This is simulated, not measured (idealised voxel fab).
A process module follows: voxel self aligned vias.
We display cut, a cross-section 225 nm in width whose square cells are each 5 nm.
Reading order for cross-sections: top band down to bottom band. Underlying form: a grid of square cells. Band size: one or more rows of cells.
It is stipulated that each band's entry specify, in nanometres, the height of the top of the band and then that of its bottom, followed by the materials of the band in left-to-right sequence, each together with its width in nanometres. A single material marked by the word "edge to edge" is understood to fill the band from edge to edge; the word "air" is understood to denote empty space.
Height is counted from the level 0, under which the received wafer is composed throughout of one material. The lowest of the bands is not closed at the bottom but continues downward, in the notation "z 0 and below".
The notation "30->40" denotes a width that varies across the rows of cells in the band, beginning at the first number in the top row, finishing at the second number in the bottom row, and changing by an identical amount from each row to the next.
Take "no alterations made" at face value: in the step it is given for, the cross-section changed in none of its cells.
Entry "Sealed void list" = empty spaces >= 8 cells with no open way to the top; each as width x height at distance, distance from left edge, all nm.
On a step's line, text after the settings is the simulator commenting on that step.
"overlay nm" denotes, for a step that has a mask, the displacement of the mask to the right of its planned place, with negative values corresponding to the left.
# Listed below are the process steps as planned
1,RECEIVE: material Si
2,CONFORMAL_DEP: material SiO2, thk nm 15
3,CONFORMAL_DEP: material SiCN, thk nm 5
4,DIRECTIONAL_DEP: material SiO2, thk nm 20
5,DIRECTIONAL_DEP: material aC, thk nm 15
6,PATTERN: tone open, mask id LINES, material resist, width nm 20, pitch nm 50, thk nm 35, overlay nm 0
7,DIRECTIONAL_ETCH: etch materials aC, depth nm 15
8,STRIP: etch materials resist
9,DIRECTIONAL_ETCH: etch materials SiO2, depth nm 20
10,STRIP: etch materials aC
11,CONFORMAL_DEP: material TiN, thk nm 5
12,FILL_DEP: material W, thk nm 5
13,CMP: height nm 40
14,SELECTIVE_ETCH: etch materials W Ru TiN, depth nm 5
15,FILL_DEP: material SiN, thk nm 5
16,CMP: height nm 40
17,DIRECTIONAL_DEP: material SiO2, thk nm 15
18,DIRECTIONAL_DEP: material aC, thk nm 15
19,PATTERN: tone open, mask id VIAS, material resist, width nm 30, pitch nm 50, thk nm 30, overlay nm 0
20,DIRECTIONAL_ETCH: etch materials aC, depth nm 15
21,STRIP: etch materials resist
22,DIRECTIONAL_ETCH: etch materials SiO2, depth nm 15
23,DIRECTIONAL_ETCH: etch materials SiN, depth nm 5
24,STRIP: etch materials aC
25,CONFORMAL_DEP: material TiN, thk nm 5
26,FILL_DEP: material Cu, thk nm 10
27,CMP: height nm 55
28,CONFORMAL_DEP: material SiCN, thk nm 5
# First wafer of two (run as planned)
# The cross-section here shows the wafer as received, i.e. in its state after step 1
z 0 and below = Si edge to edge
Sealed void list: none
# Wafer xsec, post step 2
z 15 to 0 = SiO2 edge to edge
For the remainder of the cross-section, below 0, there is no change.
# Wafer xsec, post step 3
z 20 to 15 = SiCN edge to edge
For the remainder of the cross-section, below 15, there is no change.
# Wafer xsec, post step 4
z 40 to 20 = SiO2 edge to edge
For the remainder of the cross-section, below 20, there is no change.
# Wafer xsec, post step 5
z 55 to 40 = aC edge to edge
For the remainder of the cross-section, below 40, there is no change.
# Wafer xsec, post step 6
z 90 to 55 = resist 75 nm  air 20 nm  resist 30 nm  air 20 nm  resist 80 nm
For the remainder of the cross-section, below 55, there is no change.
# Wafer xsec, post step 7
z 75 to 55 = resist 75 nm  air 20 nm  resist 30 nm  air 20 nm  resist 80 nm
z 55 to 40 = aC 75 nm  air 20 nm  aC 30 nm  air 20 nm  aC 80 nm
For the remainder of the cross-section, below 40, there is no change.
# Wafer xsec, post step 8
z 55 to 40 = aC 75 nm  air 20 nm  aC 30 nm  air 20 nm  aC 80 nm
For the remainder of the cross-section, below 40, there is no change.
# Wafer xsec, post step 9
z 55 to 40 = aC 75 nm  air 20 nm  aC 30 nm  air 20 nm  aC 80 nm
z 40 to 20 = SiO2 75 nm  air 20 nm  SiO2 30 nm  air 20 nm  SiO2 80 nm
For the remainder of the cross-section, below 20, there is no change.
# Wafer xsec, post step 10
z 40 to 20 = SiO2 75 nm  air 20 nm  SiO2 30 nm  air 20 nm  SiO2 80 nm
For the remainder of the cross-section, below 20, there is no change.
# Wafer xsec, post step 11
z 45 to 40 = TiN 80 nm  air 10 nm  TiN 40 nm  air 10 nm  TiN 85 nm
z 40 to 25 = SiO2 75 nm  TiN 5 nm  air 10 nm  TiN 5 nm  SiO2 30 nm  TiN 5 nm  air 10 nm  TiN 5 nm  SiO2 80 nm
z 25 to 20 = SiO2 75 nm  TiN 20 nm  SiO2 30 nm  TiN 20 nm  SiO2 80 nm
For the remainder of the cross-section, below 20, there is no change.
# Wafer xsec, post step 12
z 50 to 45 = W edge to edge
z 45 to 40 = TiN 80 nm  W 10 nm  TiN 40 nm  W 10 nm  TiN 85 nm
z 40 to 25 = SiO2 75 nm  TiN 5 nm  W 10 nm  TiN 5 nm  SiO2 30 nm  TiN 5 nm  W 10 nm  TiN 5 nm  SiO2 80 nm
For the remainder of the cross-section, below 25, there is no change.
# Wafer xsec, post step 13
z 40 to 25 = SiO2 75 nm  TiN 5 nm  W 10 nm  TiN 5 nm  SiO2 30 nm  TiN 5 nm  W 10 nm  TiN 5 nm  SiO2 80 nm
For the remainder of the cross-section, below 25, there is no change.
# Wafer xsec, post step 14
z 40 to 35 = SiO2 75 nm  air 20 nm  SiO2 30 nm  air 20 nm  SiO2 80 nm
For the remainder of the cross-section, below 35, there is no change.
# Wafer xsec, post step 15
z 45 to 40 = SiN edge to edge
z 40 to 35 = SiO2 75 nm  SiN 20 nm  SiO2 30 nm  SiN 20 nm  SiO2 80 nm
For the remainder of the cross-section, below 35, there is no change.
# Wafer xsec, post step 16
z 40 to 35 = SiO2 75 nm  SiN 20 nm  SiO2 30 nm  SiN 20 nm  SiO2 80 nm
For the remainder of the cross-section, below 35, there is no change.
# Wafer xsec, post step 17
z 55 to 40 = SiO2 edge to edge
For the remainder of the cross-section, below 40, there is no change.
# Wafer xsec, post step 18
z 70 to 55 = aC edge to edge
For the remainder of the cross-section, below 55, there is no change.
# Wafer xsec, post step 19
z 100 to 70 = resist 70 nm  air 30 nm  resist 20 nm  air 30 nm  resist 75 nm
For the remainder of the cross-section, below 70, there is no change.
# Wafer xsec, post step 20
z 85 to 70 = resist 70 nm  air 30 nm  resist 20 nm  air 30 nm  resist 75 nm
z 70 to 55 = aC 70 nm  air 30 nm  aC 20 nm  air 30 nm  aC 75 nm
For the remainder of the cross-section, below 55, there is no change.
# Wafer xsec, post step 21
z 70 to 55 = aC 70 nm  air 30 nm  aC 20 nm  air 30 nm  aC 75 nm
For the remainder of the cross-section, below 55, there is no change.
# Wafer xsec, post step 22
z 70 to 55 = aC 70 nm  air 30 nm  aC 20 nm  air 30 nm  aC 75 nm
z 55 to 40 = SiO2 70 nm  air 30 nm  SiO2 20 nm  air 30 nm  SiO2 75 nm
For the remainder of the cross-section, below 40, there is no change.
# Wafer xsec, post step 23
z 70 to 55 = aC 70 nm  air 30 nm  aC 20 nm  air 30 nm  aC 75 nm
z 55 to 40 = SiO2 70 nm  air 30 nm  SiO2 20 nm  air 30 nm  SiO2 75 nm
z 40 to 35 = SiO2 75 nm  air 20 nm  SiO2 30 nm  air 20 nm  SiO2 80 nm
For the remainder of the cross-section, below 35, there is no change.
# Wafer xsec, post step 24
z 55 to 40 = SiO2 70 nm  air 30 nm  SiO2 20 nm  air 30 nm  SiO2 75 nm
For the remainder of the cross-section, below 40, there is no change.
# Wafer xsec, post step 25
z 60 to 55 = TiN 75 nm  air 20 nm  TiN 30 nm  air 20 nm  TiN 80 nm
z 55 to 45 = SiO2 70 nm  TiN 5 nm  air 20 nm  TiN 5 nm  SiO2 20 nm  TiN 5 nm  air 20 nm  TiN 5 nm  SiO2 75 nm
z 45 to 40 = SiO2 70 nm  TiN 10 nm  air 10 nm  TiN 10 nm  SiO2 20 nm  TiN 10 nm  air 10 nm  TiN 10 nm  SiO2 75 nm
z 40 to 35 = SiO2 75 nm  TiN 20 nm  SiO2 30 nm  TiN 20 nm  SiO2 80 nm
For the remainder of the cross-section, below 35, there is no change.
# Wafer xsec, post step 26
z 70 to 60 = Cu edge to edge
z 60 to 55 = TiN 75 nm  Cu 20 nm  TiN 30 nm  Cu 20 nm  TiN 80 nm
z 55 to 45 = SiO2 70 nm  TiN 5 nm  Cu 20 nm  TiN 5 nm  SiO2 20 nm  TiN 5 nm  Cu 20 nm  TiN 5 nm  SiO2 75 nm
z 45 to 40 = SiO2 70 nm  TiN 10 nm  Cu 10 nm  TiN 10 nm  SiO2 20 nm  TiN 10 nm  Cu 10 nm  TiN 10 nm  SiO2 75 nm
For the remainder of the cross-section, below 40, there is no change.
# Wafer xsec, post step 27
z 55 to 45 = SiO2 70 nm  TiN 5 nm  Cu 20 nm  TiN 5 nm  SiO2 20 nm  TiN 5 nm  Cu 20 nm  TiN 5 nm  SiO2 75 nm
For the remainder of the cross-section, below 45, there is no change.
# Wafer xsec, post step 28
z 60 to 55 = SiCN edge to edge
For the remainder of the cross-section, below 55, there is no change.
# It is to be noted that the second wafer proceeded from the same initial state and according to the same plan as the first, although one mistake was committed in its execution; through step 2, inclusive, the two wafers share an identical history
# Here is the second wafer in cross-section at the point where step 3 of the plan should have been done
z 35 to 0 = SiO2 edge to edge
For the remainder of the cross-section, below 0, there is no change.
# Here is the second wafer in cross-section at the point where step 4 of the plan should have been done
z 40 to 35 = SiCN edge to edge
For the remainder of the cross-section, below 35, there is no change.
# Here is the second wafer in cross-section at the point where step 5 of the plan should have been done
z 55 to 40 = aC edge to edge
For the remainder of the cross-section, below 40, there is no change.
# Here is the second wafer in cross-section at the point where step 6 of the plan should have been done
z 90 to 55 = resist 75 nm  air 20 nm  resist 30 nm  air 20 nm  resist 80 nm
For the remainder of the cross-section, below 55, there is no change.
# Here is the second wafer in cross-section at the point where step 7 of the plan should have been done
z 75 to 55 = resist 75 nm  air 20 nm  resist 30 nm  air 20 nm  resist 80 nm
z 55 to 40 = aC 75 nm  air 20 nm  aC 30 nm  air 20 nm  aC 80 nm
For the remainder of the cross-section, below 40, there is no change.
# Here is the second wafer in cross-section at the point where step 8 of the plan should have been done
z 55 to 40 = aC 75 nm  air 20 nm  aC 30 nm  air 20 nm  aC 80 nm
For the remainder of the cross-section, below 40, there is no change.
Here is the second wafer in cross-section at the point where step 9 of the plan should have been done: no alterations made
# Here is the second wafer in cross-section at the point where step 10 of the plan should have been done
z 40 to 35 = SiCN edge to edge
For the remainder of the cross-section, below 35, there is no change.
# Here is the second wafer in cross-section at the point where step 11 of the plan should have been done
z 45 to 40 = TiN edge to edge
For the remainder of the cross-section, below 40, there is no change.
# Here is the second wafer in cross-section at the point where step 12 of the plan should have been done
z 50 to 45 = W edge to edge
For the remainder of the cross-section, below 45, there is no change.
# Here is the second wafer in cross-section at the point where step 13 of the plan should have been done
z 40 to 35 = SiCN edge to edge
For the remainder of the cross-section, below 35, there is no change.
Here is the second wafer in cross-section at the point where step 14 of the plan should have been done: no alterations made
# Here is the second wafer in cross-section at the point where step 15 of the plan should have been done
z 45 to 40 = SiN edge to edge
For the remainder of the cross-section, below 40, there is no change.
# Here is the second wafer in cross-section at the point where step 16 of the plan should have been done
z 40 to 35 = SiCN edge to edge
For the remainder of the cross-section, below 35, there is no change.
# Here is the second wafer in cross-section at the point where step 17 of the plan should have been done
z 55 to 40 = SiO2 edge to edge
For the remainder of the cross-section, below 40, there is no change.
# Here is the second wafer in cross-section at the point where step 18 of the plan should have been done
z 70 to 55 = aC edge to edge
For the remainder of the cross-section, below 55, there is no change.
# Here is the second wafer in cross-section at the point where step 19 of the plan should have been done
z 100 to 70 = resist 70 nm  air 30 nm  resist 20 nm  air 30 nm  resist 75 nm
For the remainder of the cross-section, below 70, there is no change.
# Here is the second wafer in cross-section at the point where step 20 of the plan should have been done
z 85 to 70 = resist 70 nm  air 30 nm  resist 20 nm  air 30 nm  resist 75 nm
z 70 to 55 = aC 70 nm  air 30 nm  aC 20 nm  air 30 nm  aC 75 nm
For the remainder of the cross-section, below 55, there is no change.
# Here is the second wafer in cross-section at the point where step 21 of the plan should have been done
z 70 to 55 = aC 70 nm  air 30 nm  aC 20 nm  air 30 nm  aC 75 nm
For the remainder of the cross-section, below 55, there is no change.
# Here is the second wafer in cross-section at the point where step 22 of the plan should have been done
z 70 to 55 = aC 70 nm  air 30 nm  aC 20 nm  air 30 nm  aC 75 nm
z 55 to 40 = SiO2 70 nm  air 30 nm  SiO2 20 nm  air 30 nm  SiO2 75 nm
For the remainder of the cross-section, below 40, there is no change.
Here is the second wafer in cross-section at the point where step 23 of the plan should have been done: no alterations made
# Here is the second wafer in cross-section at the point where step 24 of the plan should have been done
z 55 to 40 = SiO2 70 nm  air 30 nm  SiO2 20 nm  air 30 nm  SiO2 75 nm
For the remainder of the cross-section, below 40, there is no change.
# Here is the second wafer in cross-section at the point where step 25 of the plan should have been done
z 60 to 55 = TiN 75 nm  air 20 nm  TiN 30 nm  air 20 nm  TiN 80 nm
z 55 to 45 = SiO2 70 nm  TiN 5 nm  air 20 nm  TiN 5 nm  SiO2 20 nm  TiN 5 nm  air 20 nm  TiN 5 nm  SiO2 75 nm
z 45 to 40 = SiO2 70 nm  TiN 30 nm  SiO2 20 nm  TiN 30 nm  SiO2 75 nm
For the remainder of the cross-section, below 40, there is no change.
# Here is the second wafer in cross-section at the point where step 26 of the plan should have been done
z 70 to 60 = Cu edge to edge
z 60 to 55 = TiN 75 nm  Cu 20 nm  TiN 30 nm  Cu 20 nm  TiN 80 nm
z 55 to 45 = SiO2 70 nm  TiN 5 nm  Cu 20 nm  TiN 5 nm  SiO2 20 nm  TiN 5 nm  Cu 20 nm  TiN 5 nm  SiO2 75 nm
For the remainder of the cross-section, below 45, there is no change.
# Here is the second wafer in cross-section at the point where step 27 of the plan should have been done
z 55 to 45 = SiO2 70 nm  TiN 5 nm  Cu 20 nm  TiN 5 nm  SiO2 20 nm  TiN 5 nm  Cu 20 nm  TiN 5 nm  SiO2 75 nm
For the remainder of the cross-section, below 45, there is no change.
# Here is the second wafer in cross-section at the point where step 28 of the plan should have been done
z 60 to 55 = SiCN edge to edge
For the remainder of the cross-section, below 55, there is no change.
Nonconformance to the process plan: so 3 and 4 got swapped relative to the plan, each ran where the other was supposed to
Heads up, by the end the second wafer has more or fewer cells of some materials compared to the first: 4 fewer of Cu; 32 more of SiO2; 20 fewer of TiN; 8 fewer of W
